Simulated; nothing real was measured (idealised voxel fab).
process module | voxel transistor to metal
cross-section cut | 200 nm wide | cells 5 nm
A cross-section is a grid of square cells, given in bands from the top down. A band is one or more rows of cells.
Each band's line starts with the height of the band's top and of its bottom, in nm. Then come its materials from left to right, each with its width in nm. One material with "throughout" fills the band from edge to edge. "air" is empty space.
Height 0 is the level under which the wafer as received is all one material. The lowest band goes on downwards, as in "0 down".
A width such as "30 to 40" changes by the same amount from each row of cells to the next, from the band's top row to its bottom row.
"no change" after a step means that no cell of the cross-section changed.
closed voids: empty space of 8 cells or more with no open way to the top, each as width x height at its distance from the left edge, in nm
after a step's settings: what the simulator itself notes on the step
overlay nm, on a step with a mask: how far to the right of its planned place the mask lay; to the left if negative
plan
1 op RECEIVE | material Si
2 op OXIDIZE | depth nm 5
3 op CONFORMAL_DEP | material SiN | thk nm 15
4 op PATTERN | tone cover | mask id ACTIVE | material resist | width nm 125 | thk nm 15 | overlay nm 0
5 op DIRECTIONAL_ETCH | etch materials SiN | depth nm 15
6 op DIRECTIONAL_ETCH | etch materials SiO2 | depth nm 5
7 op DIRECTIONAL_ETCH | etch materials Si | depth nm 25
8 op STRIP | etch materials resist
9 op OXIDIZE | depth nm 5
10 op FILL_DEP | material SiO2 | thk nm 10
11 op CMP | height nm 15
12 op SELECTIVE_ETCH | etch materials SiO2 | depth nm 10
13 op STRIP | etch materials SiN
14 op SELECTIVE_ETCH | etch materials SiO2 | depth nm 5
15 op OXIDIZE | depth nm 5
16 op DIRECTIONAL_DEP | material polySi | thk nm 20
17 op DIRECTIONAL_DEP | material SiCN | thk nm 15
18 op PATTERN | tone cover | mask id GATE | material resist | width nm 35 | thk nm 15 | overlay nm 0
19 op DIRECTIONAL_ETCH | etch materials SiCN | depth nm 25
20 op DIRECTIONAL_ETCH | etch materials polySi | depth nm 30
21 op STRIP | etch materials resist
22 op CONFORMAL_DEP | material SiN | thk nm 10
23 op DIRECTIONAL_ETCH | etch materials SiN | depth nm 10
24 op DIRECTIONAL_ETCH | etch materials SiO2 | depth nm 5
25 op DIRECTIONAL_ETCH | etch materials Si | depth nm 10
26 op EPI | material SiGe | thk nm 10
27 op FILL_DEP | material SiO2 | thk nm 5
28 op CMP | height nm 15
29 op STRIP | etch materials polySi
30 op SELECTIVE_ETCH | etch materials SiO2 | depth nm 5
31 op CONFORMAL_DEP | material HfO2 | thk nm 5
32 op CONFORMAL_DEP | material TiN | thk nm 5
33 op FILL_DEP | material W | thk nm 10
34 op CMP | height nm 10
35 op DIRECTIONAL_DEP | material SiO2 | thk nm 10
36 op MASKED_ETCH | tone open | mask id CONTACT | width nm 15 | pitch nm 90 | etch materials SiO2 | depth nm 30 | overlay nm 0
37 op CONFORMAL_DEP | material TiN | thk nm 5
38 op FILL_DEP | material W | thk nm 10
39 op CMP | height nm 20
40 op CONFORMAL_DEP | material SiN | thk nm 5
41 op DIRECTIONAL_DEP | material SiO2 | thk nm 20
42 op PATTERN | tone open | mask id METAL_1 | material resist | width nm 15 | pitch nm 90 | thk nm 20 | overlay nm 0
43 op DIRECTIONAL_ETCH | etch materials SiO2 | depth nm 20
44 op DIRECTIONAL_ETCH | etch materials SiN | depth nm 5
45 op STRIP | etch materials resist
46 op CONFORMAL_DEP | material TiN | thk nm 5
47 op FILL_DEP | material Cu | thk nm 5
48 op CMP | height nm 45
49 op CONFORMAL_DEP | material SiN | thk nm 5
as received, after step 1
  0 down: Si throughout
  closed voids: none
first wafer at the end, as planned
  50 to 45: SiN throughout
  45 to 25: SiO2 45 | TiN 5 | Cu 5 | TiN 5 | SiO2 75 | TiN 5 | Cu 5 | TiN 5 | SiO2 50
  25 to 20: SiN 45 | TiN 15 | SiN 75 | TiN 15 | SiN 50
  20 to 10: SiO2 45 | TiN 5 | W 5 | TiN 5 | SiO2 75 | TiN 5 | W 5 | TiN 5 | SiO2 50
  10 to 0: SiO2 45 | TiN 5 | W 5 | TiN 5 | SiO2 10 | SiN 10 | HfO2 5 | TiN 5 | W 15 | TiN 5 | HfO2 5 | SiN 10 | SiO2 10 | TiN 5 | W 5 | TiN 5 | SiO2 50
  0 to -5: SiO2 30 | SiN 10 | SiO2 5 | TiN 5 | W 5 | TiN 5 | SiGe 10 | SiN 10 | HfO2 5 | TiN 25 | HfO2 5 | SiN 10 | SiGe 10 | TiN 5 | W 5 | TiN 5 | SiO2 5 | SiN 10 | SiO2 35
  -5 to -10: SiO2 45 | TiN 15 | SiGe 10 | SiO2 5 | HfO2 45 | SiO2 5 | SiGe 10 | TiN 15 | SiO2 50
  -10 to -20: SiO2 40 | SiGe 30 | Si 55 | SiGe 30 | SiO2 45
  -20 to -35: SiO2 40 | Si 115 | SiO2 45
  -35 down: Si throughout
  closed voids: none
second wafer at the end: like start, like plan, one mistake
  50 to 45: SiN throughout
  45 to 25: SiO2 45 | TiN 5 | Cu 5 | TiN 5 | SiO2 75 | TiN 5 | Cu 5 | TiN 5 | SiO2 50
  25 to 20: SiN 45 | TiN 15 | SiN 75 | TiN 15 | SiN 50
  20 to 10: SiO2 45 | TiN 5 | W 5 | TiN 5 | SiO2 75 | TiN 5 | W 5 | TiN 5 | SiO2 50
  10 to 0: SiO2 45 | TiN 5 | W 5 | TiN 5 | SiO2 10 | SiN 10 | HfO2 5 | TiN 5 | W 15 | TiN 5 | HfO2 5 | SiN 10 | SiO2 10 | TiN 5 | W 5 | TiN 5 | SiO2 50
  0 to -5: SiO2 35 | SiN 10 | TiN 5 | W 5 | TiN 5 | SiGe 10 | SiN 10 | HfO2 5 | TiN 25 | HfO2 5 | SiN 10 | SiGe 10 | TiN 5 | W 5 | TiN 5 | SiO2 5 | SiN 10 | SiO2 35
  -5 to -10: SiO2 45 | TiN 15 | SiGe 10 | SiO2 5 | HfO2 45 | SiO2 5 | SiGe 10 | TiN 15 | SiO2 50
  -10 to -20: SiO2 45 | SiGe 25 | Si 55 | SiGe 30 | SiO2 45
  -20 to -35: SiO2 45 | Si 110 | SiO2 45
  -35 down: Si throughout
  closed voids: none
what went wrong: step 4 ran as: op PATTERN | tone cover | mask id ACTIVE | material resist | width nm 120 | thk nm 15 | overlay nm 0
at the end the second wafer has, in cells: 3 fewer of Si | 2 fewer of SiGe | 5 more of SiO2
